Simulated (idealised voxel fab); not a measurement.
Process module name: voxel transistor to metal
215 nm wide, 5 nm square cells: that's cross-section cut.
A cross-section is a grid of square cells, given in bands from the top down. A band is one or more rows of cells.
Band entry format. Leading values: height of top, height of bottom, nm. Remainder: materials in left-to-right order, each with its width in nm. Special words: "all across" on a single material, which then fills the band edge to edge; "blank", empty space.
Heights are reckoned from 0. Under this level, the received wafer is all of one material. The bottommost band is open-ended downward, for example "from 0 down".
Graded width ("30..40"): value in top row of band = first number; value in bottom row = second number; row-to-row change constant.
"no alterations made" -> step changed no cross-section cell.
"Enclosed internal cavities": sealed empty spaces, 8 cells or more, no open way to top, listed width x height at distance, with distance from the left edge and width, height and distance in nm.
The remark found on a step's line after its settings is issued by the simulator itself and pertains to that step.
Among the settings permitted on a step's line is "overlay nm"; applied to a step with a mask, it specifies the extent to which the mask lay to the right of its planned position, whereas a negative figure signifies a position to the left.

Planned process steps:
1 RECEIVE [material Si]
2 OXIDIZE [depth nm 5]
3 CONFORMAL_DEP [material SiN] [thk nm 10]
4 DIRECTIONAL_DEP [material aC] [thk nm 15]
5 PATTERN [tone cover] [mask id ACTIVE] [material resist] [width nm 115] [thk nm 30] [overlay nm 0]
6 DIRECTIONAL_ETCH [etch materials aC] [depth nm 15]
7 STRIP [etch materials resist]
8 DIRECTIONAL_ETCH [etch materials SiN] [depth nm 10]
9 DIRECTIONAL_ETCH [etch materials SiO2] [depth nm 5]
10 DIRECTIONAL_ETCH [etch materials Si] [depth nm 25]
11 STRIP [etch materials aC]
12 FILL_DEP [material SiO2] [thk nm 10]
13 CMP [height nm 10]
14 SELECTIVE_ETCH [etch materials SiO2] [depth nm 10]
15 STRIP [etch materials SiN]
16 SELECTIVE_ETCH [etch materials SiO2] [depth nm 5]
17 OXIDIZE [depth nm 5]
18 DIRECTIONAL_DEP [material polySi] [thk nm 25]
19 DIRECTIONAL_DEP [material SiCN] [thk nm 15]
20 PATTERN [tone cover] [mask id GATE] [material resist] [width nm 35] [thk nm 15] [overlay nm 0]
21 DIRECTIONAL_ETCH [etch materials SiCN] [depth nm 25]
22 DIRECTIONAL_ETCH [etch materials polySi] [depth nm 35]
23 STRIP [etch materials resist]
24 CONFORMAL_DEP [material SiO2] [thk nm 5]
25 DIRECTIONAL_ETCH [etch materials SiO2] [depth nm 5]
26 CONFORMAL_DEP [material SiN] [thk nm 5]
27 DIRECTIONAL_ETCH [etch materials SiN] [depth nm 5]
28 DIRECTIONAL_ETCH [etch materials SiO2] [depth nm 5]
29 EPI [material pSi] [thk nm 5]
30 FILL_DEP [material SiO2] [thk nm 10]
31 CMP [height nm 20]
32 STRIP [etch materials polySi]
33 SELECTIVE_ETCH [etch materials SiO2] [depth nm 5]
34 CONFORMAL_DEP [material HfO2] [thk nm 5]
35 CONFORMAL_DEP [material TiN] [thk nm 5]
36 FILL_DEP [material W] [thk nm 10]
37 CMP [height nm 15]
38 DIRECTIONAL_DEP [material SiO2] [thk nm 15]
39 MASKED_ETCH [tone open] [mask id CONTACT] [width nm 15] [pitch nm 80] [etch materials SiO2] [depth nm 35] [overlay nm 0]
40 CONFORMAL_DEP [material TiN] [thk nm 5]
41 FILL_DEP [material W] [thk nm 5]
42 CMP [height nm 30]
43 CONFORMAL_DEP [material SiCN] [thk nm 5]
44 DIRECTIONAL_DEP [material SiO2] [thk nm 20]
45 PATTERN [tone open] [mask id METAL_1] [material resist] [width nm 15] [pitch nm 80] [thk nm 15] [overlay nm 0]
46 DIRECTIONAL_ETCH [etch materials SiO2] [depth nm 20]
47 DIRECTIONAL_ETCH [etch materials SiCN] [depth nm 5]
48 STRIP [etch materials resist]
49 CONFORMAL_DEP [material TiN] [thk nm 5]
50 FILL_DEP [material Cu] [thk nm 10]
51 CMP [height nm 55]
52 EPI [material Ru] [thk nm 5]
53 FILL_DEP [material SiCN] [thk nm 5]

First wafer, as planned:

Step 1 complete: cross-section of the wafer as received:
> from 0 down = Si all across
> Enclosed internal cavities: none

The following cross-section depicts the wafer upon completion of step 2:
> from 0 to -5 = SiO2 all across
> No changes below -5.

The following cross-section depicts the wafer upon completion of step 3:
> from 10 to 0 = SiN all across
> No changes below 0.

The following cross-section depicts the wafer upon completion of step 4:
> from 25 to 10 = aC all across
> No changes below 10.

The following cross-section depicts the wafer upon completion of step 5:
> from 55 to 25 = blank 50 nm / resist 115 nm / blank 50 nm
> No changes below 25.

The following cross-section depicts the wafer upon completion of step 6:
> from 40 to 25 = blank 50 nm / resist 115 nm / blank 50 nm
> from 25 to 10 = blank 50 nm / aC 115 nm / blank 50 nm
> No changes below 10.

The following cross-section depicts the wafer upon completion of step 7:
> from 25 to 10 = blank 50 nm / aC 115 nm / blank 50 nm
> No changes below 10.

The following cross-section depicts the wafer upon completion of step 8:
> from 25 to 10 = blank 50 nm / aC 115 nm / blank 50 nm
> from 10 to 0 = blank 50 nm / SiN 115 nm / blank 50 nm
> No changes below 0.

The following cross-section depicts the wafer upon completion of step 9:
> from 25 to 10 = blank 50 nm / aC 115 nm / blank 50 nm
> from 10 to 0 = blank 50 nm / SiN 115 nm / blank 50 nm
> from 0 to -5 = blank 50 nm / SiO2 115 nm / blank 50 nm
> No changes below -5.

The following cross-section depicts the wafer upon completion of step 10:
> from 25 to 10 = blank 50 nm / aC 115 nm / blank 50 nm
> from 10 to 0 = blank 50 nm / SiN 115 nm / blank 50 nm
> from 0 to -5 = blank 50 nm / SiO2 115 nm / blank 50 nm
> from -5 to -30 = blank 50 nm / Si 115 nm / blank 50 nm
> No changes below -30.

The following cross-section depicts the wafer upon completion of step 11:
> from 10 to 0 = blank 50 nm / SiN 115 nm / blank 50 nm
> No changes below 0.

The following cross-section depicts the wafer upon completion of step 12:
> from 20 to 10 = SiO2 all across
> from 10 to 0 = SiO2 50 nm / SiN 115 nm / SiO2 50 nm
> from 0 to -5 = SiO2 all across
> from -5 to -30 = SiO2 50 nm / Si 115 nm / SiO2 50 nm
> No changes below -30.

The following cross-section depicts the wafer upon completion of step 13:
> from 10 to 0 = SiO2 50 nm / SiN 115 nm / SiO2 50 nm
> No changes below 0.

The following cross-section depicts the wafer upon completion of step 14:
> from 10 to 0 = blank 50 nm / SiN 115 nm / blank 50 nm
> No changes below 0.

The following cross-section depicts the wafer upon completion of step 15:
> from 0 to -5 = SiO2 all across
> No changes below -5.

The following cross-section depicts the wafer upon completion of step 16:
> from -5 to -30 = SiO2 50 nm / Si 115 nm / SiO2 50 nm
> No changes below -30.

The following cross-section depicts the wafer upon completion of step 17:
> from -5 to -10 = SiO2 all across
> No changes below -10.

The following cross-section depicts the wafer upon completion of step 18:
> from 20 to -5 = polySi all across
> No changes below -5.

The following cross-section depicts the wafer upon completion of step 19:
> from 35 to 20 = SiCN all across
> No changes below 20.

The following cross-section depicts the wafer upon completion of step 20:
> from 50 to 35 = blank 90 nm / resist 35 nm / blank 90 nm
> No changes below 35.

The following cross-section depicts the wafer upon completion of step 21:
> from 50 to 35 = blank 90 nm / resist 35 nm / blank 90 nm
> from 35 to 20 = blank 90 nm / SiCN 35 nm / blank 90 nm
> No changes below 20.

The following cross-section depicts the wafer upon completion of step 22:
> from 50 to 35 = blank 90 nm / resist 35 nm / blank 90 nm
> from 35 to 20 = blank 90 nm / SiCN 35 nm / blank 90 nm
> from 20 to -5 = blank 90 nm / polySi 35 nm / blank 90 nm
> No changes below -5.

The following cross-section depicts the wafer upon completion of step 23:
> from 35 to 20 = blank 90 nm / SiCN 35 nm / blank 90 nm
> No changes below 20.

The following cross-section depicts the wafer upon completion of step 24:
> from 40 to 35 = blank 85 nm / SiO2 45 nm / blank 85 nm
> from 35 to 20 = blank 85 nm / SiO2 5 nm / SiCN 35 nm / SiO2 5 nm / blank 85 nm
> from 20 to 0 = blank 85 nm / SiO2 5 nm / polySi 35 nm / SiO2 5 nm / blank 85 nm
> from 0 to -5 = SiO2 90 nm / polySi 35 nm / SiO2 90 nm
> No changes below -5.

The following cross-section depicts the wafer upon completion of step 25:
> from 35 to 20 = blank 85 nm / SiO2 5 nm / SiCN 35 nm / SiO2 5 nm / blank 85 nm
> from 20 to -5 = blank 85 nm / SiO2 5 nm / polySi 35 nm / SiO2 5 nm / blank 85 nm
> No changes below -5.

The following cross-section depicts the wafer upon completion of step 26:
> from 40 to 35 = blank 80 nm / SiN 55 nm / blank 80 nm
> from 35 to 20 = blank 80 nm / SiN 5 nm / SiO2 5 nm / SiCN 35 nm / SiO2 5 nm / SiN 5 nm / blank 80 nm
> from 20 to 0 = blank 80 nm / SiN 5 nm / SiO2 5 nm / polySi 35 nm / SiO2 5 nm / SiN 5 nm / blank 80 nm
> from 0 to -5 = SiN 85 nm / SiO2 5 nm / polySi 35 nm / SiO2 5 nm / SiN 85 nm
> No changes below -5.

The following cross-section depicts the wafer upon completion of step 27:
> from 35 to 20 = blank 80 nm / SiN 5 nm / SiO2 5 nm / SiCN 35 nm / SiO2 5 nm / SiN 5 nm / blank 80 nm
> from 20 to -5 = blank 80 nm / SiN 5 nm / SiO2 5 nm / polySi 35 nm / SiO2 5 nm / SiN 5 nm / blank 80 nm
> No changes below -5.

The following cross-section depicts the wafer upon completion of step 28:
> from 35 to 30 = blank 80 nm / SiN 5 nm / blank 5 nm / SiCN 35 nm / blank 5 nm / SiN 5 nm / blank 80 nm
> from 30 to 20 = blank 80 nm / SiN 5 nm / SiO2 5 nm / SiCN 35 nm / SiO2 5 nm / SiN 5 nm / blank 80 nm
> from 20 to -5 = blank 80 nm / SiN 5 nm / SiO2 5 nm / polySi 35 nm / SiO2 5 nm / SiN 5 nm / blank 80 nm
> from -5 to -10 = blank 80 nm / SiO2 55 nm / blank 80 nm
> No changes below -10.

The following cross-section depicts the wafer upon completion of step 29:
> from 35 to 30 = blank 80 nm / SiN 5 nm / blank 5 nm / SiCN 35 nm / blank 5 nm / SiN 5 nm / blank 80 nm
> from 30 to 20 = blank 80 nm / SiN 5 nm / SiO2 5 nm / SiCN 35 nm / SiO2 5 nm / SiN 5 nm / blank 80 nm
> from 20 to -5 = blank 80 nm / SiN 5 nm / SiO2 5 nm / polySi 35 nm / SiO2 5 nm / SiN 5 nm / blank 80 nm
> from -5 to -10 = blank 45 nm / pSi 35 nm / SiO2 55 nm / pSi 35 nm / blank 45 nm
> No changes below -10.

The following cross-section depicts the wafer upon completion of step 30:
> from 45 to 35 = SiO2 all across
> from 35 to 20 = SiO2 80 nm / SiN 5 nm / SiO2 5 nm / SiCN 35 nm / SiO2 5 nm / SiN 5 nm / SiO2 80 nm
> from 20 to -5 = SiO2 80 nm / SiN 5 nm / SiO2 5 nm / polySi 35 nm / SiO2 5 nm / SiN 5 nm / SiO2 80 nm
> from -5 to -10 = SiO2 45 nm / pSi 35 nm / SiO2 55 nm / pSi 35 nm / SiO2 45 nm
> No changes below -10.

The following cross-section depicts the wafer upon completion of step 31:
> from 20 to -5 = SiO2 80 nm / SiN 5 nm / SiO2 5 nm / polySi 35 nm / SiO2 5 nm / SiN 5 nm / SiO2 80 nm
> No changes below -5.

The following cross-section depicts the wafer upon completion of step 32:
> from 20 to -5 = SiO2 80 nm / SiN 5 nm / SiO2 5 nm / blank 35 nm / SiO2 5 nm / SiN 5 nm / SiO2 80 nm
> No changes below -5.

The following cross-section depicts the wafer upon completion of step 33:
> from 20 to 15 = blank 80 nm / SiN 5 nm / blank 45 nm / SiN 5 nm / blank 80 nm
> from 15 to -5 = SiO2 80 nm / SiN 5 nm / blank 45 nm / SiN 5 nm / SiO2 80 nm
> from -5 to -10 = SiO2 45 nm / pSi 35 nm / SiO2 5 nm / blank 45 nm / SiO2 5 nm / pSi 35 nm / SiO2 45 nm
> No changes below -10.

The following cross-section depicts the wafer upon completion of step 34:
> from 25 to 20 = blank 75 nm / HfO2 15 nm / blank 35 nm / HfO2 15 nm / blank 75 nm
> from 20 to 15 = HfO2 80 nm / SiN 5 nm / HfO2 5 nm / blank 35 nm / HfO2 5 nm / SiN 5 nm / HfO2 80 nm
> from 15 to -5 = SiO2 80 nm / SiN 5 nm / HfO2 5 nm / blank 35 nm / HfO2 5 nm / SiN 5 nm / SiO2 80 nm
> from -5 to -10 = SiO2 45 nm / pSi 35 nm / SiO2 5 nm / HfO2 45 nm / SiO2 5 nm / pSi 35 nm / SiO2 45 nm
> No changes below -10.

The following cross-section depicts the wafer upon completion of step 35:
> from 30 to 25 = blank 70 nm / TiN 25 nm / blank 25 nm / TiN 25 nm / blank 70 nm
> from 25 to 20 = TiN 75 nm / HfO2 15 nm / TiN 5 nm / blank 25 nm / TiN 5 nm / HfO2 15 nm / TiN 75 nm
> from 20 to 15 = HfO2 80 nm / SiN 5 nm / HfO2 5 nm / TiN 5 nm / blank 25 nm / TiN 5 nm / HfO2 5 nm / SiN 5 nm / HfO2 80 nm
> from 15 to 0 = SiO2 80 nm / SiN 5 nm / HfO2 5 nm / TiN 5 nm / blank 25 nm / TiN 5 nm / HfO2 5 nm / SiN 5 nm / SiO2 80 nm
> from 0 to -5 = SiO2 80 nm / SiN 5 nm / HfO2 5 nm / TiN 35 nm / HfO2 5 nm / SiN 5 nm / SiO2 80 nm
> No changes below -5.

The following cross-section depicts the wafer upon completion of step 36:
> from 40 to 30 = W all across
> from 30 to 25 = W 70 nm / TiN 25 nm / W 25 nm / TiN 25 nm / W 70 nm
> from 25 to 20 = TiN 75 nm / HfO2 15 nm / TiN 5 nm / W 25 nm / TiN 5 nm / HfO2 15 nm / TiN 75 nm
> from 20 to 15 = HfO2 80 nm / SiN 5 nm / HfO2 5 nm / TiN 5 nm / W 25 nm / TiN 5 nm / HfO2 5 nm / SiN 5 nm / HfO2 80 nm
> from 15 to 0 = SiO2 80 nm / SiN 5 nm / HfO2 5 nm / TiN 5 nm / W 25 nm / TiN 5 nm / HfO2 5 nm / SiN 5 nm / SiO2 80 nm
> No changes below 0.

The following cross-section depicts the wafer upon completion of step 37:
> from 15 to 0 = SiO2 80 nm / SiN 5 nm / HfO2 5 nm / TiN 5 nm / W 25 nm / TiN 5 nm / HfO2 5 nm / SiN 5 nm / SiO2 80 nm
> No changes below 0.

The following cross-section depicts the wafer upon completion of step 38:
> from 30 to 15 = SiO2 all across
> No changes below 15.

The following cross-section depicts the wafer upon completion of step 39:
> from 30 to 15 = SiO2 60 nm / blank 15 nm / SiO2 65 nm / blank 15 nm / SiO2 60 nm
> from 15 to 0 = SiO2 60 nm / blank 15 nm / SiO2 5 nm / SiN 5 nm / HfO2 5 nm / TiN 5 nm / W 25 nm / TiN 5 nm / HfO2 5 nm / SiN 5 nm / SiO2 5 nm / blank 15 nm / SiO2 60 nm
> from 0 to -5 = SiO2 60 nm / blank 15 nm / SiO2 5 nm / SiN 5 nm / HfO2 5 nm / TiN 35 nm / HfO2 5 nm / SiN 5 nm / SiO2 5 nm / blank 15 nm / SiO2 60 nm
> No changes below -5.

The following cross-section depicts the wafer upon completion of step 40:
> from 35 to 30 = TiN 65 nm / blank 5 nm / TiN 75 nm / blank 5 nm / TiN 65 nm
> from 30 to 15 = SiO2 60 nm / TiN 5 nm / blank 5 nm / TiN 5 nm / SiO2 65 nm / TiN 5 nm / blank 5 nm / TiN 5 nm / SiO2 60 nm
> from 15 to 0 = SiO2 60 nm / TiN 5 nm / blank 5 nm / TiN 5 nm / SiO2 5 nm / SiN 5 nm / HfO2 5 nm / TiN 5 nm / W 25 nm / TiN 5 nm / HfO2 5 nm / SiN 5 nm / SiO2 5 nm / TiN 5 nm / blank 5 nm / TiN 5 nm / SiO2 60 nm
> from 0 to -5 = SiO2 60 nm / TiN 15 nm / SiO2 5 nm / SiN 5 nm / HfO2 5 nm / TiN 35 nm / HfO2 5 nm / SiN 5 nm / SiO2 5 nm / TiN 15 nm / SiO2 60 nm
> No changes below -5.

The following cross-section depicts the wafer upon completion of step 41:
> from 40 to 35 = W all across
> from 35 to 30 = TiN 65 nm / W 5 nm / TiN 75 nm / W 5 nm / TiN 65 nm
> from 30 to 15 = SiO2 60 nm / TiN 5 nm / W 5 nm / TiN 5 nm / SiO2 65 nm / TiN 5 nm / W 5 nm / TiN 5 nm / SiO2 60 nm
> from 15 to 0 = SiO2 60 nm / TiN 5 nm / W 5 nm / TiN 5 nm / SiO2 5 nm / SiN 5 nm / HfO2 5 nm / TiN 5 nm / W 25 nm / TiN 5 nm / HfO2 5 nm / SiN 5 nm / SiO2 5 nm / TiN 5 nm / W 5 nm / TiN 5 nm / SiO2 60 nm
> No changes below 0.

The following cross-section depicts the wafer upon completion of step 42:
> from 30 to 15 = SiO2 60 nm / TiN 5 nm / W 5 nm / TiN 5 nm / SiO2 65 nm / TiN 5 nm / W 5 nm / TiN 5 nm / SiO2 60 nm
> No changes below 15.

The following cross-section depicts the wafer upon completion of step 43:
> from 35 to 30 = SiCN all across
> No changes below 30.

The following cross-section depicts the wafer upon completion of step 44:
> from 55 to 35 = SiO2 all across
> No changes below 35.

The following cross-section depicts the wafer upon completion of step 45:
> from 70 to 55 = resist 60 nm / blank 15 nm / resist 65 nm / blank 15 nm / resist 60 nm
> No changes below 55.

The following cross-section depicts the wafer upon completion of step 46:
> from 70 to 55 = resist 60 nm / blank 15 nm / resist 65 nm / blank 15 nm / resist 60 nm
> from 55 to 35 = SiO2 60 nm / blank 15 nm / SiO2 65 nm / blank 15 nm / SiO2 60 nm
> No changes below 35.

The following cross-section depicts the wafer upon completion of step 47:
> from 70 to 55 = resist 60 nm / blank 15 nm / resist 65 nm / blank 15 nm / resist 60 nm
> from 55 to 35 = SiO2 60 nm / blank 15 nm / SiO2 65 nm / blank 15 nm / SiO2 60 nm
> from 35 to 30 = SiCN 60 nm / blank 15 nm / SiCN 65 nm / blank 15 nm / SiCN 60 nm
> No changes below 30.

The following cross-section depicts the wafer upon completion of step 48:
> from 55 to 35 = SiO2 60 nm / blank 15 nm / SiO2 65 nm / blank 15 nm / SiO2 60 nm
> No changes below 35.

The following cross-section depicts the wafer upon completion of step 49:
> from 60 to 55 = TiN 65 nm / blank 5 nm / TiN 75 nm / blank 5 nm / TiN 65 nm
> from 55 to 35 = SiO2 60 nm / TiN 5 nm / blank 5 nm / TiN 5 nm / SiO2 65 nm / TiN 5 nm / blank 5 nm / TiN 5 nm / SiO2 60 nm
> from 35 to 30 = SiCN 60 nm / TiN 15 nm / SiCN 65 nm / TiN 15 nm / SiCN 60 nm
> No changes below 30.

The following cross-section depicts the wafer upon completion of step 50:
> from 70 to 60 = Cu all across
> from 60 to 55 = TiN 65 nm / Cu 5 nm / TiN 75 nm / Cu 5 nm / TiN 65 nm
> from 55 to 35 = SiO2 60 nm / TiN 5 nm / Cu 5 nm / TiN 5 nm / SiO2 65 nm / TiN 5 nm / Cu 5 nm / TiN 5 nm / SiO2 60 nm
> No changes below 35.

The following cross-section depicts the wafer upon completion of step 51:
> from 55 to 35 = SiO2 60 nm / TiN 5 nm / Cu 5 nm / TiN 5 nm / SiO2 65 nm / TiN 5 nm / Cu 5 nm / TiN 5 nm / SiO2 60 nm
> No changes below 35.

The following cross-section depicts the wafer upon completion of step 52:
> from 60 to 55 = blank 55 nm / Ru 25 nm / blank 55 nm / Ru 25 nm / blank 55 nm
> No changes below 55.

The following cross-section depicts the wafer upon completion of step 53:
> from 65 to 60 = SiCN all across
> from 60 to 55 = SiCN 55 nm / Ru 25 nm / SiCN 55 nm / Ru 25 nm / SiCN 55 nm
> No changes below 55.

Companion wafer, the second of two: same beginning, same intended sequence, one mistake in carrying it out; through step 44 inclusive it tracks the first exactly:

Second wafer, cross-section, planned end of step 45:
> from 70 to 55 = resist 65 nm / blank 15 nm / resist 65 nm / blank 15 nm / resist 55 nm
> No changes below 55.

Second wafer, cross-section, planned end of step 46:
> from 70 to 55 = resist 65 nm / blank 15 nm / resist 65 nm / blank 15 nm / resist 55 nm
> from 55 to 35 = SiO2 65 nm / blank 15 nm / SiO2 65 nm / blank 15 nm / SiO2 55 nm
> No changes below 35.

Second wafer, cross-section, planned end of step 47:
> from 70 to 55 = resist 65 nm / blank 15 nm / resist 65 nm / blank 15 nm / resist 55 nm
> from 55 to 35 = SiO2 65 nm / blank 15 nm / SiO2 65 nm / blank 15 nm / SiO2 55 nm
> from 35 to 30 = SiCN 65 nm / blank 15 nm / SiCN 65 nm / blank 15 nm / SiCN 55 nm
> No changes below 30.

Second wafer, cross-section, planned end of step 48:
> from 55 to 35 = SiO2 65 nm / blank 15 nm / SiO2 65 nm / blank 15 nm / SiO2 55 nm
> No changes below 35.

Second wafer, cross-section, planned end of step 49:
> from 60 to 55 = TiN 70 nm / blank 5 nm / TiN 75 nm / blank 5 nm / TiN 60 nm
> from 55 to 35 = SiO2 65 nm / TiN 5 nm / blank 5 nm / TiN 5 nm / SiO2 65 nm / TiN 5 nm / blank 5 nm / TiN 5 nm / SiO2 55 nm
> from 35 to 30 = SiCN 65 nm / TiN 15 nm / SiCN 65 nm / TiN 15 nm / SiCN 55 nm
> No changes below 30.

Second wafer, cross-section, planned end of step 50:
> from 70 to 60 = Cu all across
> from 60 to 55 = TiN 70 nm / Cu 5 nm / TiN 75 nm / Cu 5 nm / TiN 60 nm
> from 55 to 35 = SiO2 65 nm / TiN 5 nm / Cu 5 nm / TiN 5 nm / SiO2 65 nm / TiN 5 nm / Cu 5 nm / TiN 5 nm / SiO2 55 nm
> No changes below 35.

Second wafer, cross-section, planned end of step 51:
> from 55 to 35 = SiO2 65 nm / TiN 5 nm / Cu 5 nm / TiN 5 nm / SiO2 65 nm / TiN 5 nm / Cu 5 nm / TiN 5 nm / SiO2 55 nm
> No changes below 35.

Second wafer, cross-section, planned end of step 52:
> from 60 to 55 = blank 60 nm / Ru 25 nm / blank 55 nm / Ru 25 nm / blank 50 nm
> No changes below 55.

Second wafer, cross-section, planned end of step 53:
> from 65 to 60 = SiCN all across
> from 60 to 55 = SiCN 60 nm / Ru 25 nm / SiCN 55 nm / Ru 25 nm / SiCN 50 nm
> No changes below 55.
Where did the run depart from the plan? step 45 ran as: PATTERN [tone open] [mask id METAL_1] [material resist] [width nm 15] [pitch nm 80] [thk nm 15] [overlay nm 5]
at the end the second wafer has, in cells: as many of each material as the first, in other places
